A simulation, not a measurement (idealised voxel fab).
process module | voxel wiring stack
cross-section cut | 205 nm wide | cells 5 nm
A cross-section is a grid of square cells, given in bands from the top down. A band is one or more rows of cells.
Each band's line starts with the height of the band's top and of its bottom, in nm. Then come its materials from left to right, each with its width in nm. One material with "throughout" fills the band from edge to edge. "air" is empty space.
Height 0 is the level under which the wafer as received is all one material. The lowest band goes on downwards, as in "0 down".
A width such as "30 to 40" changes by the same amount from each row of cells to the next, from the band's top row to its bottom row.
"no change" after a step means that no cell of the cross-section changed.
closed voids: empty space of 8 cells or more with no open way to the top, each as width x height at its distance from the left edge, in nm
after a step's settings: what the simulator itself notes on the step
overlay nm, on a step with a mask: how far to the right of its planned place the mask lay; to the left if negative
plan
1 op RECEIVE | material Si
2 op CONFORMAL_DEP | material SiO2 | thk nm 10
3 op DIRECTIONAL_DEP | material TiN | thk nm 5
4 op DIRECTIONAL_DEP | material W | thk nm 20
5 op PATTERN | tone cover | mask id METAL_1 | material resist | width nm 30 | pitch nm 50 | thk nm 20 | overlay nm 0
6 op DIRECTIONAL_ETCH | etch materials W | depth nm 20
7 op DIRECTIONAL_ETCH | etch materials TiN | depth nm 5
8 op STRIP | etch materials resist
9 op FILL_DEP | material SiO2 | thk nm 10
10 op CMP | height nm 35
11 op CONFORMAL_DEP | material SiCN | thk nm 5
12 op DIRECTIONAL_DEP | material lowk | thk nm 30
13 op PATTERN | tone open | mask id METAL_2_HOLES | material resist | width nm 15 | pitch nm 50 | thk nm 20 | overlay nm 0
14 op DIRECTIONAL_ETCH | etch materials lowk | depth nm 30
15 op STRIP | etch materials resist
16 op PATTERN | tone open | mask id METAL_2 | material resist | width nm 30 | pitch nm 50 | thk nm 15 | overlay nm 0
17 op DIRECTIONAL_ETCH | etch materials lowk | depth nm 15
18 op DIRECTIONAL_ETCH | etch materials SiCN | depth nm 5
19 op STRIP | etch materials resist
20 op CONFORMAL_DEP | material TiN | thk nm 5
21 op FILL_DEP | material Ru | thk nm 5
22 op CMP | height nm 70
23 op CONFORMAL_DEP | material SiCN | thk nm 5
24 op DIRECTIONAL_DEP | material SiO2 | thk nm 25
25 op PATTERN | tone open | mask id METAL_3_HOLES | material resist | width nm 15 | pitch nm 50 | thk nm 20 | overlay nm 0
26 op DIRECTIONAL_ETCH | etch materials SiO2 | depth nm 25
27 op STRIP | etch materials resist
28 op DIRECTIONAL_DEP | material aC | thk nm 15
29 op PATTERN | tone open | mask id METAL_3 | material resist | width nm 30 | pitch nm 50 | thk nm 35 | overlay nm 0
30 op DIRECTIONAL_ETCH | etch materials aC | depth nm 15
31 op STRIP | etch materials resist
32 op DIRECTIONAL_ETCH | etch materials SiO2 | depth nm 15
33 op DIRECTIONAL_ETCH | etch materials SiCN | depth nm 5
34 op STRIP | etch materials aC
35 op CONFORMAL_DEP | material TiN | thk nm 5
36 op FILL_DEP | material Cu | thk nm 10
37 op CMP | height nm 100
38 op CONFORMAL_DEP | material SiCN | thk nm 5
39 op DIRECTIONAL_DEP | material lowk | thk nm 35
40 op DIRECTIONAL_DEP | material aC | thk nm 15
41 op PATTERN | tone open | mask id METAL_4 | material resist | width nm 30 | pitch nm 50 | thk nm 30 | overlay nm 0
42 op DIRECTIONAL_ETCH | etch materials aC | depth nm 15
43 op STRIP | etch materials resist
44 op DIRECTIONAL_ETCH | etch materials lowk | depth nm 20
45 op STRIP | etch materials aC
46 op PATTERN | tone open | mask id METAL_4_HOLES | material resist | width nm 15 | pitch nm 50 | thk nm 20 | overlay nm 0
47 op DIRECTIONAL_ETCH | etch materials lowk | depth nm 15
48 op DIRECTIONAL_ETCH | etch materials SiCN | depth nm 5
49 op STRIP | etch materials resist
50 op CONFORMAL_DEP | material TiN | thk nm 5
51 op FILL_DEP | material Ru | thk nm 5
52 op CMP | height nm 140
53 op CONFORMAL_DEP | material SiCN | thk nm 5
first wafer, as planned
as received, after step 1
  0 down: Si throughout
  closed voids: none
after step 2
  10 to 0: SiO2 throughout
  below 0: unchanged
after step 3
  15 to 10: TiN throughout
  below 10: unchanged
after step 4
  35 to 15: W throughout
  below 15: unchanged
after step 5
  55 to 35: air 60 | resist 30 | air 20 | resist 30 | air 65
  below 35: unchanged
after step 6
  55 to 35: air 60 | resist 30 | air 20 | resist 30 | air 65
  35 to 15: air 60 | W 30 | air 20 | W 30 | air 65
  below 15: unchanged
after step 7
  55 to 35: air 60 | resist 30 | air 20 | resist 30 | air 65
  35 to 15: air 60 | W 30 | air 20 | W 30 | air 65
  15 to 10: air 60 | TiN 30 | air 20 | TiN 30 | air 65
  below 10: unchanged
after step 8
  35 to 15: air 60 | W 30 | air 20 | W 30 | air 65
  below 15: unchanged
after step 9
  45 to 35: SiO2 throughout
  35 to 15: SiO2 60 | W 30 | SiO2 20 | W 30 | SiO2 65
  15 to 10: SiO2 60 | TiN 30 | SiO2 20 | TiN 30 | SiO2 65
  below 10: unchanged
after step 10
  35 to 15: SiO2 60 | W 30 | SiO2 20 | W 30 | SiO2 65
  below 15: unchanged
after step 11
  40 to 35: SiCN throughout
  below 35: unchanged
after step 12
  70 to 40: lowk throughout
  below 40: unchanged
after step 13
  90 to 70: resist 60 | air 15 | resist 35 | air 15 | resist 80
  below 70: unchanged
after step 14
  90 to 70: resist 60 | air 15 | resist 35 | air 15 | resist 80
  70 to 40: lowk 60 | air 15 | lowk 35 | air 15 | lowk 80
  below 40: unchanged
after step 15
  70 to 40: lowk 60 | air 15 | lowk 35 | air 15 | lowk 80
  below 40: unchanged
after step 16
  85 to 70: resist 60 | air 30 | resist 20 | air 30 | resist 65
  below 70: unchanged
after step 17
  85 to 70: resist 60 | air 30 | resist 20 | air 30 | resist 65
  70 to 55: lowk 60 | air 30 | lowk 20 | air 30 | lowk 65
  below 55: unchanged
after step 18
  85 to 70: resist 60 | air 30 | resist 20 | air 30 | resist 65
  70 to 55: lowk 60 | air 30 | lowk 20 | air 30 | lowk 65
  55 to 40: lowk 60 | air 15 | lowk 35 | air 15 | lowk 80
  40 to 35: SiCN 60 | air 15 | SiCN 35 | air 15 | SiCN 80
  below 35: unchanged
after step 19
  70 to 55: lowk 60 | air 30 | lowk 20 | air 30 | lowk 65
  below 55: unchanged
after step 20
  75 to 70: TiN 65 | air 20 | TiN 30 | air 20 | TiN 70
  70 to 60: lowk 60 | TiN 5 | air 20 | TiN 5 | lowk 20 | TiN 5 | air 20 | TiN 5 | lowk 65
  60 to 55: lowk 60 | TiN 5 | air 5 | TiN 20 | lowk 20 | TiN 5 | air 5 | TiN 20 | lowk 65
  55 to 40: lowk 60 | TiN 5 | air 5 | TiN 5 | lowk 35 | TiN 5 | air 5 | TiN 5 | lowk 80
  40 to 35: SiCN 60 | TiN 15 | SiCN 35 | TiN 15 | SiCN 80
  below 35: unchanged
after step 21
  80 to 75: Ru throughout
  75 to 70: TiN 65 | Ru 20 | TiN 30 | Ru 20 | TiN 70
  70 to 60: lowk 60 | TiN 5 | Ru 20 | TiN 5 | lowk 20 | TiN 5 | Ru 20 | TiN 5 | lowk 65
  60 to 55: lowk 60 | TiN 5 | Ru 5 | TiN 20 | lowk 20 | TiN 5 | Ru 5 | TiN 20 | lowk 65
  55 to 40: lowk 60 | TiN 5 | Ru 5 | TiN 5 | lowk 35 | TiN 5 | Ru 5 | TiN 5 | lowk 80
  below 40: unchanged
after step 22
  70 to 60: lowk 60 | TiN 5 | Ru 20 | TiN 5 | lowk 20 | TiN 5 | Ru 20 | TiN 5 | lowk 65
  below 60: unchanged
after step 23
  75 to 70: SiCN throughout
  below 70: unchanged
after step 24
  100 to 75: SiO2 throughout
  below 75: unchanged
after step 25
  120 to 100: resist 60 | air 15 | resist 35 | air 15 | resist 80
  below 100: unchanged
after step 26
  120 to 100: resist 60 | air 15 | resist 35 | air 15 | resist 80
  100 to 75: SiO2 60 | air 15 | SiO2 35 | air 15 | SiO2 80
  below 75: unchanged
after step 27
  100 to 75: SiO2 60 | air 15 | SiO2 35 | air 15 | SiO2 80
  below 75: unchanged
after step 28
  115 to 100: aC 60 | air 15 | aC 35 | air 15 | aC 80
  100 to 90: SiO2 60 | air 15 | SiO2 35 | air 15 | SiO2 80
  90 to 75: SiO2 60 | aC 15 | SiO2 35 | aC 15 | SiO2 80
  below 75: unchanged
after step 29
  150 to 115: resist 60 | air 30 | resist 20 | air 30 | resist 65
  below 115: unchanged
after step 30
  135 to 115: resist 60 | air 30 | resist 20 | air 30 | resist 65
  115 to 100: aC 60 | air 30 | aC 20 | air 30 | aC 65
  100 to 75: SiO2 60 | air 15 | SiO2 35 | air 15 | SiO2 80
  below 75: unchanged
after step 31
  115 to 100: aC 60 | air 30 | aC 20 | air 30 | aC 65
  below 100: unchanged
after step 32
  115 to 100: aC 60 | air 30 | aC 20 | air 30 | aC 65
  100 to 85: SiO2 60 | air 30 | SiO2 20 | air 30 | SiO2 65
  below 85: unchanged
after step 33
  115 to 100: aC 60 | air 30 | aC 20 | air 30 | aC 65
  100 to 85: SiO2 60 | air 30 | SiO2 20 | air 30 | SiO2 65
  85 to 75: SiO2 60 | air 15 | SiO2 35 | air 15 | SiO2 80
  75 to 70: SiCN 60 | air 15 | SiCN 35 | air 15 | SiCN 80
  below 70: unchanged
after step 34
  100 to 85: SiO2 60 | air 30 | SiO2 20 | air 30 | SiO2 65
  below 85: unchanged
after step 35
  105 to 100: TiN 65 | air 20 | TiN 30 | air 20 | TiN 70
  100 to 90: SiO2 60 | TiN 5 | air 20 | TiN 5 | SiO2 20 | TiN 5 | air 20 | TiN 5 | SiO2 65
  90 to 85: SiO2 60 | TiN 5 | air 5 | TiN 20 | SiO2 20 | TiN 5 | air 5 | TiN 20 | SiO2 65
  85 to 75: SiO2 60 | TiN 5 | air 5 | TiN 5 | SiO2 35 | TiN 5 | air 5 | TiN 5 | SiO2 80
  75 to 70: SiCN 60 | TiN 15 | SiCN 35 | TiN 15 | SiCN 80
  below 70: unchanged
after step 36
  115 to 105: Cu throughout
  105 to 100: TiN 65 | Cu 20 | TiN 30 | Cu 20 | TiN 70
  100 to 90: SiO2 60 | TiN 5 | Cu 20 | TiN 5 | SiO2 20 | TiN 5 | Cu 20 | TiN 5 | SiO2 65
  90 to 85: SiO2 60 | TiN 5 | Cu 5 | TiN 20 | SiO2 20 | TiN 5 | Cu 5 | TiN 20 | SiO2 65
  85 to 75: SiO2 60 | TiN 5 | Cu 5 | TiN 5 | SiO2 35 | TiN 5 | Cu 5 | TiN 5 | SiO2 80
  below 75: unchanged
after step 37
  100 to 90: SiO2 60 | TiN 5 | Cu 20 | TiN 5 | SiO2 20 | TiN 5 | Cu 20 | TiN 5 | SiO2 65
  below 90: unchanged
after step 38
  105 to 100: SiCN throughout
  below 100: unchanged
after step 39
  140 to 105: lowk throughout
  below 105: unchanged
after step 40
  155 to 140: aC throughout
  below 140: unchanged
after step 41
  185 to 155: resist 60 | air 30 | resist 20 | air 30 | resist 65
  below 155: unchanged
after step 42
  170 to 155: resist 60 | air 30 | resist 20 | air 30 | resist 65
  155 to 140: aC 60 | air 30 | aC 20 | air 30 | aC 65
  below 140: unchanged
after step 43
  155 to 140: aC 60 | air 30 | aC 20 | air 30 | aC 65
  below 140: unchanged
after step 44
  155 to 140: aC 60 | air 30 | aC 20 | air 30 | aC 65
  140 to 120: lowk 60 | air 30 | lowk 20 | air 30 | lowk 65
  below 120: unchanged
after step 45
  140 to 120: lowk 60 | air 30 | lowk 20 | air 30 | lowk 65
  below 120: unchanged
after step 46
  160 to 140: resist 60 | air 15 | resist 35 | air 15 | resist 80
  140 to 120: lowk 60 | air 15 | resist 15 | lowk 20 | air 15 | resist 15 | lowk 65
  below 120: unchanged
after step 47
  160 to 140: resist 60 | air 15 | resist 35 | air 15 | resist 80
  140 to 120: lowk 60 | air 15 | resist 15 | lowk 20 | air 15 | resist 15 | lowk 65
  120 to 105: lowk 60 | air 15 | lowk 35 | air 15 | lowk 80
  below 105: unchanged
after step 48
  160 to 140: resist 60 | air 15 | resist 35 | air 15 | resist 80
  140 to 120: lowk 60 | air 15 | resist 15 | lowk 20 | air 15 | resist 15 | lowk 65
  120 to 105: lowk 60 | air 15 | lowk 35 | air 15 | lowk 80
  105 to 100: SiCN 60 | air 15 | SiCN 35 | air 15 | SiCN 80
  below 100: unchanged
after step 49
  140 to 120: lowk 60 | air 30 | lowk 20 | air 30 | lowk 65
  below 120: unchanged
after step 50
  145 to 140: TiN 65 | air 20 | TiN 30 | air 20 | TiN 70
  140 to 125: lowk 60 | TiN 5 | air 20 | TiN 5 | lowk 20 | TiN 5 | air 20 | TiN 5 | lowk 65
  125 to 120: lowk 60 | TiN 5 | air 5 | TiN 20 | lowk 20 | TiN 5 | air 5 | TiN 20 | lowk 65
  120 to 105: lowk 60 | TiN 5 | air 5 | TiN 5 | lowk 35 | TiN 5 | air 5 | TiN 5 | lowk 80
  105 to 100: SiCN 60 | TiN 15 | SiCN 35 | TiN 15 | SiCN 80
  below 100: unchanged
after step 51
  150 to 145: Ru throughout
  145 to 140: TiN 65 | Ru 20 | TiN 30 | Ru 20 | TiN 70
  140 to 125: lowk 60 | TiN 5 | Ru 20 | TiN 5 | lowk 20 | TiN 5 | Ru 20 | TiN 5 | lowk 65
  125 to 120: lowk 60 | TiN 5 | Ru 5 | TiN 20 | lowk 20 | TiN 5 | Ru 5 | TiN 20 | lowk 65
  120 to 105: lowk 60 | TiN 5 | Ru 5 | TiN 5 | lowk 35 | TiN 5 | Ru 5 | TiN 5 | lowk 80
  below 105: unchanged
after step 52
  140 to 125: lowk 60 | TiN 5 | Ru 20 | TiN 5 | lowk 20 | TiN 5 | Ru 20 | TiN 5 | lowk 65
  below 125: unchanged
after step 53
  145 to 140: SiCN throughout
  below 140: unchanged
second wafer: like start, like plan, one mistake. Through step 4 it matches the first wafer
when step 5 should have ended
  55 to 35: air 50 | resist 30 | air 20 | resist 30 | air 75
  below 35: unchanged
when step 6 should have ended
  55 to 35: air 50 | resist 30 | air 20 | resist 30 | air 75
  35 to 15: air 50 | W 30 | air 20 | W 30 | air 75
  below 15: unchanged
when step 7 should have ended
  55 to 35: air 50 | resist 30 | air 20 | resist 30 | air 75
  35 to 15: air 50 | W 30 | air 20 | W 30 | air 75
  15 to 10: air 50 | TiN 30 | air 20 | TiN 30 | air 75
  below 10: unchanged
when step 8 should have ended
  35 to 15: air 50 | W 30 | air 20 | W 30 | air 75
  below 15: unchanged
when step 9 should have ended
  45 to 35: SiO2 throughout
  35 to 15: SiO2 50 | W 30 | SiO2 20 | W 30 | SiO2 75
  15 to 10: SiO2 50 | TiN 30 | SiO2 20 | TiN 30 | SiO2 75
  below 10: unchanged
when step 10 should have ended
  35 to 15: SiO2 50 | W 30 | SiO2 20 | W 30 | SiO2 75
  below 15: unchanged
when step 11 should have ended
  40 to 35: SiCN throughout
  below 35: unchanged
when step 12 should have ended
  70 to 40: lowk throughout
  below 40: unchanged
when step 13 should have ended
  90 to 70: resist 60 | air 15 | resist 35 | air 15 | resist 80
  below 70: unchanged
when step 14 should have ended
  90 to 70: resist 60 | air 15 | resist 35 | air 15 | resist 80
  70 to 40: lowk 60 | air 15 | lowk 35 | air 15 | lowk 80
  below 40: unchanged
when step 15 should have ended
  70 to 40: lowk 60 | air 15 | lowk 35 | air 15 | lowk 80
  below 40: unchanged
when step 16 should have ended
  85 to 70: resist 60 | air 30 | resist 20 | air 30 | resist 65
  below 70: unchanged
when step 17 should have ended
  85 to 70: resist 60 | air 30 | resist 20 | air 30 | resist 65
  70 to 55: lowk 60 | air 30 | lowk 20 | air 30 | lowk 65
  below 55: unchanged
when step 18 should have ended
  85 to 70: resist 60 | air 30 | resist 20 | air 30 | resist 65
  70 to 55: lowk 60 | air 30 | lowk 20 | air 30 | lowk 65
  55 to 40: lowk 60 | air 15 | lowk 35 | air 15 | lowk 80
  40 to 35: SiCN 60 | air 15 | SiCN 35 | air 15 | SiCN 80
  below 35: unchanged
when step 19 should have ended
  70 to 55: lowk 60 | air 30 | lowk 20 | air 30 | lowk 65
  below 55: unchanged
when step 20 should have ended
  75 to 70: TiN 65 | air 20 | TiN 30 | air 20 | TiN 70
  70 to 60: lowk 60 | TiN 5 | air 20 | TiN 5 | lowk 20 | TiN 5 | air 20 | TiN 5 | lowk 65
  60 to 55: lowk 60 | TiN 5 | air 5 | TiN 20 | lowk 20 | TiN 5 | air 5 | TiN 20 | lowk 65
  55 to 40: lowk 60 | TiN 5 | air 5 | TiN 5 | lowk 35 | TiN 5 | air 5 | TiN 5 | lowk 80
  40 to 35: SiCN 60 | TiN 15 | SiCN 35 | TiN 15 | SiCN 80
  below 35: unchanged
when step 21 should have ended
  80 to 75: Ru throughout
  75 to 70: TiN 65 | Ru 20 | TiN 30 | Ru 20 | TiN 70
  70 to 60: lowk 60 | TiN 5 | Ru 20 | TiN 5 | lowk 20 | TiN 5 | Ru 20 | TiN 5 | lowk 65
  60 to 55: lowk 60 | TiN 5 | Ru 5 | TiN 20 | lowk 20 | TiN 5 | Ru 5 | TiN 20 | lowk 65
  55 to 40: lowk 60 | TiN 5 | Ru 5 | TiN 5 | lowk 35 | TiN 5 | Ru 5 | TiN 5 | lowk 80
  below 40: unchanged
when step 22 should have ended
  70 to 60: lowk 60 | TiN 5 | Ru 20 | TiN 5 | lowk 20 | TiN 5 | Ru 20 | TiN 5 | lowk 65
  below 60: unchanged
when step 23 should have ended
  75 to 70: SiCN throughout
  below 70: unchanged
when step 24 should have ended
  100 to 75: SiO2 throughout
  below 75: unchanged
when step 25 should have ended
  120 to 100: resist 60 | air 15 | resist 35 | air 15 | resist 80
  below 100: unchanged
when step 26 should have ended
  120 to 100: resist 60 | air 15 | resist 35 | air 15 | resist 80
  100 to 75: SiO2 60 | air 15 | SiO2 35 | air 15 | SiO2 80
  below 75: unchanged
when step 27 should have ended
  100 to 75: SiO2 60 | air 15 | SiO2 35 | air 15 | SiO2 80
  below 75: unchanged
when step 28 should have ended
  115 to 100: aC 60 | air 15 | aC 35 | air 15 | aC 80
  100 to 90: SiO2 60 | air 15 | SiO2 35 | air 15 | SiO2 80
  90 to 75: SiO2 60 | aC 15 | SiO2 35 | aC 15 | SiO2 80
  below 75: unchanged
when step 29 should have ended
  150 to 115: resist 60 | air 30 | resist 20 | air 30 | resist 65
  below 115: unchanged
when step 30 should have ended
  135 to 115: resist 60 | air 30 | resist 20 | air 30 | resist 65
  115 to 100: aC 60 | air 30 | aC 20 | air 30 | aC 65
  100 to 75: SiO2 60 | air 15 | SiO2 35 | air 15 | SiO2 80
  below 75: unchanged
when step 31 should have ended
  115 to 100: aC 60 | air 30 | aC 20 | air 30 | aC 65
  below 100: unchanged
when step 32 should have ended
  115 to 100: aC 60 | air 30 | aC 20 | air 30 | aC 65
  100 to 85: SiO2 60 | air 30 | SiO2 20 | air 30 | SiO2 65
  below 85: unchanged
when step 33 should have ended
  115 to 100: aC 60 | air 30 | aC 20 | air 30 | aC 65
  100 to 85: SiO2 60 | air 30 | SiO2 20 | air 30 | SiO2 65
  85 to 75: SiO2 60 | air 15 | SiO2 35 | air 15 | SiO2 80
  75 to 70: SiCN 60 | air 15 | SiCN 35 | air 15 | SiCN 80
  below 70: unchanged
when step 34 should have ended
  100 to 85: SiO2 60 | air 30 | SiO2 20 | air 30 | SiO2 65
  below 85: unchanged
when step 35 should have ended
  105 to 100: TiN 65 | air 20 | TiN 30 | air 20 | TiN 70
  100 to 90: SiO2 60 | TiN 5 | air 20 | TiN 5 | SiO2 20 | TiN 5 | air 20 | TiN 5 | SiO2 65
  90 to 85: SiO2 60 | TiN 5 | air 5 | TiN 20 | SiO2 20 | TiN 5 | air 5 | TiN 20 | SiO2 65
  85 to 75: SiO2 60 | TiN 5 | air 5 | TiN 5 | SiO2 35 | TiN 5 | air 5 | TiN 5 | SiO2 80
  75 to 70: SiCN 60 | TiN 15 | SiCN 35 | TiN 15 | SiCN 80
  below 70: unchanged
when step 36 should have ended
  115 to 105: Cu throughout
  105 to 100: TiN 65 | Cu 20 | TiN 30 | Cu 20 | TiN 70
  100 to 90: SiO2 60 | TiN 5 | Cu 20 | TiN 5 | SiO2 20 | TiN 5 | Cu 20 | TiN 5 | SiO2 65
  90 to 85: SiO2 60 | TiN 5 | Cu 5 | TiN 20 | SiO2 20 | TiN 5 | Cu 5 | TiN 20 | SiO2 65
  85 to 75: SiO2 60 | TiN 5 | Cu 5 | TiN 5 | SiO2 35 | TiN 5 | Cu 5 | TiN 5 | SiO2 80
  below 75: unchanged
when step 37 should have ended
  100 to 90: SiO2 60 | TiN 5 | Cu 20 | TiN 5 | SiO2 20 | TiN 5 | Cu 20 | TiN 5 | SiO2 65
  below 90: unchanged
when step 38 should have ended
  105 to 100: SiCN throughout
  below 100: unchanged
when step 39 should have ended
  140 to 105: lowk throughout
  below 105: unchanged
when step 40 should have ended
  155 to 140: aC throughout
  below 140: unchanged
when step 41 should have ended
  185 to 155: resist 60 | air 30 | resist 20 | air 30 | resist 65
  below 155: unchanged
when step 42 should have ended
  170 to 155: resist 60 | air 30 | resist 20 | air 30 | resist 65
  155 to 140: aC 60 | air 30 | aC 20 | air 30 | aC 65
  below 140: unchanged
when step 43 should have ended
  155 to 140: aC 60 | air 30 | aC 20 | air 30 | aC 65
  below 140: unchanged
when step 44 should have ended
  155 to 140: aC 60 | air 30 | aC 20 | air 30 | aC 65
  140 to 120: lowk 60 | air 30 | lowk 20 | air 30 | lowk 65
  below 120: unchanged
when step 45 should have ended
  140 to 120: lowk 60 | air 30 | lowk 20 | air 30 | lowk 65
  below 120: unchanged
when step 46 should have ended
  160 to 140: resist 60 | air 15 | resist 35 | air 15 | resist 80
  140 to 120: lowk 60 | air 15 | resist 15 | lowk 20 | air 15 | resist 15 | lowk 65
  below 120: unchanged
when step 47 should have ended
  160 to 140: resist 60 | air 15 | resist 35 | air 15 | resist 80
  140 to 120: lowk 60 | air 15 | resist 15 | lowk 20 | air 15 | resist 15 | lowk 65
  120 to 105: lowk 60 | air 15 | lowk 35 | air 15 | lowk 80
  below 105: unchanged
when step 48 should have ended
  160 to 140: resist 60 | air 15 | resist 35 | air 15 | resist 80
  140 to 120: lowk 60 | air 15 | resist 15 | lowk 20 | air 15 | resist 15 | lowk 65
  120 to 105: lowk 60 | air 15 | lowk 35 | air 15 | lowk 80
  105 to 100: SiCN 60 | air 15 | SiCN 35 | air 15 | SiCN 80
  below 100: unchanged
when step 49 should have ended
  140 to 120: lowk 60 | air 30 | lowk 20 | air 30 | lowk 65
  below 120: unchanged
when step 50 should have ended
  145 to 140: TiN 65 | air 20 | TiN 30 | air 20 | TiN 70
  140 to 125: lowk 60 | TiN 5 | air 20 | TiN 5 | lowk 20 | TiN 5 | air 20 | TiN 5 | lowk 65
  125 to 120: lowk 60 | TiN 5 | air 5 | TiN 20 | lowk 20 | TiN 5 | air 5 | TiN 20 | lowk 65
  120 to 105: lowk 60 | TiN 5 | air 5 | TiN 5 | lowk 35 | TiN 5 | air 5 | TiN 5 | lowk 80
  105 to 100: SiCN 60 | TiN 15 | SiCN 35 | TiN 15 | SiCN 80
  below 100: unchanged
when step 51 should have ended
  150 to 145: Ru throughout
  145 to 140: TiN 65 | Ru 20 | TiN 30 | Ru 20 | TiN 70
  140 to 125: lowk 60 | TiN 5 | Ru 20 | TiN 5 | lowk 20 | TiN 5 | Ru 20 | TiN 5 | lowk 65
  125 to 120: lowk 60 | TiN 5 | Ru 5 | TiN 20 | lowk 20 | TiN 5 | Ru 5 | TiN 20 | lowk 65
  120 to 105: lowk 60 | TiN 5 | Ru 5 | TiN 5 | lowk 35 | TiN 5 | Ru 5 | TiN 5 | lowk 80
  below 105: unchanged
when step 52 should have ended
  140 to 125: lowk 60 | TiN 5 | Ru 20 | TiN 5 | lowk 20 | TiN 5 | Ru 20 | TiN 5 | lowk 65
  below 125: unchanged
when step 53 should have ended
  145 to 140: SiCN throughout
  below 140: unchanged
what went wrong: step 5 ran as: op PATTERN | tone cover | mask id METAL_1 | material resist | width nm 30 | pitch nm 50 | thk nm 20 | overlay nm -10
at the end the second wafer has, in cells: as many of each material as the first, in other places
